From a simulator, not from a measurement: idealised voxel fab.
The process module that follows is named voxel self aligned contacts.
Pictured: cross-section cut, 235 nm wide, on a grid of 5 nm square cells.
A cross-section is a grid of square cells, given in bands from the top down. A band is one or more rows of cells.
It is stipulated that each band's entry specify, in nanometres, the height of the top of the band and then that of its bottom, followed by the materials of the band in left-to-right sequence, each together with its width in nanometres. A single material marked by the word "edge to edge" is understood to fill the band from edge to edge; the word "blank" is understood to denote empty space.
Zero point of the height axis is 0; under it, received wafer = one material. Lowest band: continues down indefinitely, "0 -> down".
With a width like "30->40", each row of cells in the band differs from the next by the same amount, the top row carrying the first number and the bottom row the second.
Key: "nothing was modified" - step with no changed cell in the cross-section.
Entry "Enclosed void catalog". Content: empty spaces with no open connection to the top, size 8 cells or greater. Each: width x height at distance. Distance: from left edge. Unit: nm.
What comes after the settings on a step's line is commentary from the simulator itself on that step.
Steps that use a mask can have "overlay nm" on their line. It says how far the mask sat to the right of where it was meant to be. Negative means to the left.
# So here's the lineup of process steps we planned
step 1: RECEIVE with material Si
step 2: OXIDIZE with depth nm 5
step 3: DIRECTIONAL_DEP with material polySi, thk nm 30
step 4: DIRECTIONAL_DEP with material SiN, thk nm 20
step 5: PATTERN with tone cover, mask id GATE, material resist, width nm 30, pitch nm 70, thk nm 15, overlay nm 0
step 6: DIRECTIONAL_ETCH with etch materials SiN, depth nm 20
step 7: DIRECTIONAL_ETCH with etch materials polySi, depth nm 30
step 8: STRIP with etch materials resist
step 9: CONFORMAL_DEP with material SiN, thk nm 10
step 10: DIRECTIONAL_ETCH with etch materials SiN, depth nm 10
step 11: FILL_DEP with material SiO2, thk nm 20
step 12: CMP with height nm 60
step 13: DIRECTIONAL_DEP with material aC, thk nm 15
step 14: PATTERN with tone open, mask id CONTACT, material resist, width nm 50, pitch nm 70, thk nm 30, overlay nm 0
step 15: DIRECTIONAL_ETCH with etch materials aC, depth nm 15
step 16: STRIP with etch materials resist
step 17: DIRECTIONAL_ETCH with etch materials SiO2, depth nm 65
step 18: STRIP with etch materials aC
step 19: CONFORMAL_DEP with material TiN, thk nm 5
step 20: FILL_DEP with material W, thk nm 5
step 21: CMP with height nm 60
step 22: CONFORMAL_DEP with material SiCN, thk nm 5
# Here's what the wafer looked like in cross-section when it arrived - that's after step 1
- 0 -> down = Si edge to edge
- Enclosed void catalog: none
# The module was run from the start shown above using the plan shown above, but one mistake was made doing it; the resulting wafer cross-section is below
- 65 -> 60 = SiCN edge to edge
- 60 -> 55 = SiO2 55 nm; TiN 20 nm; W 10 nm; TiN 20 nm; SiO2 20 nm; TiN 20 nm; W 10 nm; TiN 20 nm; SiO2 60 nm
- 55 -> 35 = SiO2 20 nm; SiN 50 nm; TiN 5 nm; W 10 nm; TiN 5 nm; SiN 50 nm; TiN 5 nm; W 10 nm; TiN 5 nm; SiN 50 nm; SiO2 25 nm
- 35 -> 10 = SiO2 20 nm; SiN 10 nm; polySi 30 nm; SiN 10 nm; TiN 5 nm; W 10 nm; TiN 5 nm; SiN 10 nm; polySi 30 nm; SiN 10 nm; TiN 5 nm; W 10 nm; TiN 5 nm; SiN 10 nm; polySi 30 nm; SiN 10 nm; SiO2 25 nm
- 10 -> 5 = SiO2 20 nm; SiN 10 nm; polySi 30 nm; SiN 10 nm; TiN 20 nm; SiN 10 nm; polySi 30 nm; SiN 10 nm; TiN 20 nm; SiN 10 nm; polySi 30 nm; SiN 10 nm; SiO2 25 nm
- 5 -> 0 = polySi edge to edge
- 0 -> -5 = SiO2 edge to edge
- -5 -> down = Si edge to edge
- Enclosed void catalog: none
The mistake made against the process plan was this: planned and actual differ for step 3; actual: DIRECTIONAL_DEP with material polySi, thk nm 35
